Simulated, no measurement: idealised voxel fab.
The following is a process module called voxel spacer lines.
The width of the displayed cross-section, cut, is 175 nm; its cells are square, with a size of 5 nm.
When this document writes out a cross-section, it uses a grid of square cells and lists it as bands, beginning at the top and moving down, with a band standing for one or more rows of cells.
Top, bottom (nm), then materials left to right with widths (nm); lone material tagged "all across" fills the whole band edge to edge; "air" = empty space.
The reference from which all heights are counted is 0, the level beneath which the as-received wafer is entirely one material; the lowest band, having no lower bound, proceeds downward and is written after the example "0 nm and below".
The two numbers in a width such as "30 to 40" mark its ends across the band: the first belongs to the top row of cells, the second to the bottom row, and from each row to the next the width moves by the same amount.
"stayed the same" after a step means that no cell of the cross-section changed.
"Completely enclosed voids": sealed empty spaces, 8 cells or more, no open way to top, listed width x height at distance, with distance from the left edge and width, height and distance in nm.
Formally, on a step line, whatever follows the settings is a remark that the simulator itself makes on the step.
overlay nm: where the mask lay relative to plan, measured to the right, on steps with a mask; negatives go left.

Plan
- 1: op RECEIVE | material Si
- 2: op CONFORMAL_DEP | material Al2O3 | thk nm 10
- 3: op DIRECTIONAL_DEP | material W | thk nm 15
- 4: op DIRECTIONAL_DEP | material polySi | thk nm 25
- 5: op PATTERN | tone cover | mask id MANDREL | material resist | width nm 20 | pitch nm 60 | thk nm 30 | overlay nm 0
- 6: op DIRECTIONAL_ETCH | etch materials polySi | depth nm 25
- 7: op STRIP | etch materials resist
- 8: op CONFORMAL_DEP | material SiN | thk nm 10
- 9: op DIRECTIONAL_ETCH | etch materials SiN | depth nm 10
- 10: op STRIP | etch materials polySi
- 11: op DIRECTIONAL_ETCH | etch materials W | depth nm 15
- 12: op STRIP | etch materials SiN
- 13: op FILL_DEP | material SiO2 | thk nm 10
- 14: op CMP | height nm 25

Cross-sectional view of the wafer in its as-received condition, corresponding to the state after step 1
- 0 nm and below  Si all across
- Completely enclosed voids: none

One mistake in running the module, otherwise start and plan as above: cross-section at the end
- 25 nm to 15 nm  SiO2 all across
- 15 nm to 0 nm  SiO2 (5) | W (10) | SiO2 (20) | W (10) | SiO2 (20) | W (10) | SiO2 (20) | W (10) | SiO2 (20) | W (10) | SiO2 (20) | W (10) | SiO2 (10)
- 0 nm and below  Si all across
- Completely enclosed voids: none
Heads up, the wafer didn't run the way we planned it: step 2 of the plan got skipped, so it never ran
